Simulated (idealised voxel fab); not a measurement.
process module | voxel fin reveal
cross-section cut | 295 nm wide | cells 5 nm
A cross-section is a grid of square cells, given in bands from the top down. A band is one or more rows of cells.
Each band's line starts with the height of the band's top and of its bottom, in nm. Then come its materials from left to right, each with its width in nm. One material with "throughout" fills the band from edge to edge. "air" is empty space.
Height 0 is the level under which the wafer as received is all one material. The lowest band goes on downwards, as in "0 down".
A width such as "30 to 40" changes by the same amount from each row of cells to the next, from the band's top row to its bottom row.
"no change" after a step means that no cell of the cross-section changed.
closed voids: empty space of 8 cells or more with no open way to the top, each as width x height at its distance from the left edge, in nm
after a step's settings: what the simulator itself notes on the step
overlay nm, on a step with a mask: how far to the right of its planned place the mask lay; to the left if negative
plan
1 op RECEIVE | material Si
2 op CONFORMAL_DEP | material SiN | thk nm 10
3 op MASKED_ETCH | tone cover | mask id FINS | width nm 15 | pitch nm 40 | etch materials SiN | depth nm 10 | overlay nm 0
4 op MASKED_ETCH | tone cover | mask id FINS | width nm 15 | pitch nm 40 | etch materials Si | depth nm 30 | overlay nm -15
5 op FILL_DEP | material SiO2 | thk nm 5
6 op CMP | height nm 10
7 op SELECTIVE_ETCH | etch materials SiO2 | depth nm 30
8 op STRIP | etch materials SiN
9 op CONFORMAL_DEP | material HfO2 | thk nm 5
varied across the wafers: overlay nm of step 4. The plan shows the first wafer's value. All wafers start alike
first wafer as received, after step 1
  0 down: Si throughout
  closed voids: none
each wafer at the end: cells of each material gained (+) or lost (-) since it was received, then its closed voids
overlay nm -15 | +83 HfO2 | -246 Si | +82 SiO2 | closed voids: none
overlay nm -10 | +83 HfO2 | -264 Si | +88 SiO2 | closed voids: none
overlay nm -5 | +83 HfO2 | -282 Si | +94 SiO2 | closed voids: none
overlay nm 0 | +83 HfO2 | -300 Si | +100 SiO2 | closed voids: none
overlay nm 5 | +83 HfO2 | -282 Si | +94 SiO2 | closed voids: none
overlay nm 10 | +83 HfO2 | -264 Si | +88 SiO2 | closed voids: none
overlay nm 15 | +83 HfO2 | -246 Si | +82 SiO2 | closed voids: none
